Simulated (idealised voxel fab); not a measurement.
Module name: voxel fin reveal (process module)
We display cut, a cross-section 215 nm in width whose square cells are each 5 nm.
Cross-section spec: square-cell grid; bands listed top down; each band is one or more rows. Within each band entry, the heights of the top and of the bottom of the band appear first, in that order and in nm; the materials of the band then follow from left to right, each with its corresponding width in nm. The designation "edge to edge" on a single material indicates that it fills the band from edge to edge; the designation "empty" indicates empty space. It should be noted that heights are counted from 0, beneath which the wafer as supplied is of one material throughout, and that the lowest band possesses no lower boundary but continues downward, as written in "0..down". The notation "30..40" denotes a width that varies across the rows of cells in the band, beginning at the first number in the top row, finishing at the second number in the bottom row, and changing by an identical amount from each row to the next. What does "left unchanged" mean for a step? It means no cell of the cross-section changed in that step. Closed-off voids of 8+ cells (no open route to the top) go in "Unvented voids", written width x height at distance from the left edge, in nm. If you see something after the settings on a step's line, that's the simulator's own remark about that step. "overlay nm" on a masked step: distance the mask lay right of its planned place, negative for left.
STEPS PLANNED FOR THE PROCESS
step 1: RECEIVE,material Si
step 2: CONFORMAL_DEP,material SiN,thk nm 5
step 3: PATTERN,tone cover,mask id FINS,material resist,width nm 15,pitch nm 45,thk nm 15,overlay nm 0
step 4: DIRECTIONAL_ETCH,etch materials SiN,depth nm 5
step 5: DIRECTIONAL_ETCH,etch materials Si,depth nm 30
step 6: STRIP,etch materials resist
step 7: FILL_DEP,material SiO2,thk nm 10
step 8: CMP,height nm 5
step 9: SELECTIVE_ETCH,etch materials SiO2,depth nm 20
step 10: STRIP,etch materials SiN
WAFER CROSS-SECTION ON RECEIPT, I.E. AFTER STEP 1
  0..down | Si edge to edge
  Unvented voids: none
WAFER CROSS-SECTION AT MODULE END: FIRST OF TWO, RUN TO PLAN
  0..-15 | empty: 75; Si: 15; empty: 30; Si: 15; empty: 80
  -15..-30 | SiO2: 75; Si: 15; SiO2: 30; Si: 15; SiO2: 80
  -30..down | Si edge to edge
  Unvented voids: none
END-OF-MODULE CROSS-SECTION OF THE SECOND WAFER: IDENTICAL STARTING POINT AND PROCESS PLAN TO THE FIRST, WITH ONE PROCESSING MISTAKE
  5..0 | empty: 75; SiN: 15; empty: 30; SiN: 15; empty: 80
  0..-30 | empty: 75; Si: 15; empty: 30; Si: 15; empty: 80
  -30..down | Si edge to edge
  Unvented voids: none
Where did the run depart from the plan? step 10 went in with a setting other than planned; the actual run was STRIP,etch materials SiO2
The second wafer ends with more or fewer cells of some materials than the first, per final count: SiN +6 | SiO2 -111
